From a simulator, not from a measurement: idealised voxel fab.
process module | voxel trench capacitor
cross-section cut | 250 nm wide | cells 5 nm
A cross-section is a grid of square cells, given in bands from the top down. A band is one or more rows of cells.
Each band's line starts with the height of the band's top and of its bottom, in nm. Then come its materials from left to right, each with its width in nm. One material with "throughout" fills the band from edge to edge. "air" is empty space.
Height 0 is the level under which the wafer as received is all one material. The lowest band goes on downwards, as in "0 down".
A width such as "30 to 40" changes by the same amount from each row of cells to the next, from the band's top row to its bottom row.
"no change" after a step means that no cell of the cross-section changed.
closed voids: empty space of 8 cells or more with no open way to the top, each as width x height at its distance from the left edge, in nm
after a step's settings: what the simulator itself notes on the step
overlay nm, on a step with a mask: how far to the right of its planned place the mask lay; to the left if negative
plan
1 op RECEIVE | material Si
2 op CONFORMAL_DEP | material SiN | thk nm 10
3 op PATTERN | tone open | mask id TRENCH | material resist | width nm 20 | pitch nm 55 | thk nm 15 | overlay nm 0
4 op DIRECTIONAL_ETCH | etch materials SiN | depth nm 10
5 op DIRECTIONAL_ETCH | etch materials Si | depth nm 40
6 op STRIP | etch materials resist
7 op CONFORMAL_DEP | material Al2O3 | thk nm 5
8 op CONFORMAL_DEP | material TiN | thk nm 5
9 op FILL_DEP | material W | thk nm 5
10 op CMP | height nm 10
varied across the wafers: width nm of step 3. The plan shows the first wafer's value. All wafers start alike
first wafer as received, after step 1
  0 down: Si throughout
  closed voids: none
first wafer at the end, after step 10
  10 to 0: SiN 30 | Al2O3 5 | TiN 10 | Al2O3 5 | SiN 35 | Al2O3 5 | TiN 10 | Al2O3 5 | SiN 35 | Al2O3 5 | TiN 10 | Al2O3 5 | SiN 35 | Al2O3 5 | TiN 10 | Al2O3 5 | SiN 35
  0 to -35: Si 30 | Al2O3 5 | TiN 10 | Al2O3 5 | Si 35 | Al2O3 5 | TiN 10 | Al2O3 5 | Si 35 | Al2O3 5 | TiN 10 | Al2O3 5 | Si 35 | Al2O3 5 | TiN 10 | Al2O3 5 | Si 35
  -35 to -40: Si 30 | Al2O3 20 | Si 35 | Al2O3 20 | Si 35 | Al2O3 20 | Si 35 | Al2O3 20 | Si 35
  -40 down: Si throughout
  closed voids: none
last wafer at the end
  10 to 0: SiN 20 | Al2O3 5 | TiN 5 | W 20 | TiN 5 | Al2O3 5 | SiN 15 | Al2O3 5 | TiN 5 | W 20 | TiN 5 | Al2O3 5 | SiN 15 | Al2O3 5 | TiN 5 | W 20 | TiN 5 | Al2O3 5 | SiN 15 | Al2O3 5 | TiN 5 | W 20 | TiN 5 | Al2O3 5 | SiN 25
  0 to -30: Si 20 | Al2O3 5 | TiN 5 | W 20 | TiN 5 | Al2O3 5 | Si 15 | Al2O3 5 | TiN 5 | W 20 | TiN 5 | Al2O3 5 | Si 15 | Al2O3 5 | TiN 5 | W 20 | TiN 5 | Al2O3 5 | Si 15 | Al2O3 5 | TiN 5 | W 20 | TiN 5 | Al2O3 5 | Si 25
  -30 to -35: Si 20 | Al2O3 5 | TiN 30 | Al2O3 5 | Si 15 | Al2O3 5 | TiN 30 | Al2O3 5 | Si 15 | Al2O3 5 | TiN 30 | Al2O3 5 | Si 15 | Al2O3 5 | TiN 30 | Al2O3 5 | Si 25
  -35 to -40: Si 20 | Al2O3 40 | Si 15 | Al2O3 40 | Si 15 | Al2O3 40 | Si 15 | Al2O3 40 | Si 25
  -40 down: Si throughout
  closed voids: none
each wafer at the end: cells of each material gained (+) or lost (-) since it was received, then its closed voids
width nm 20 | +88 Al2O3 | -128 Si | +68 SiN | +72 TiN | closed voids: none
width nm 25 | +92 Al2O3 | -160 Si | +60 SiN | +76 TiN | +32 W | closed voids: none
width nm 30 | +96 Al2O3 | -192 Si | +52 SiN | +80 TiN | +64 W | closed voids: none
width nm 35 | +100 Al2O3 | -224 Si | +44 SiN | +84 TiN | +96 W | closed voids: none
width nm 40 | +104 Al2O3 | -256 Si | +36 SiN | +88 TiN | +128 W | closed voids: none
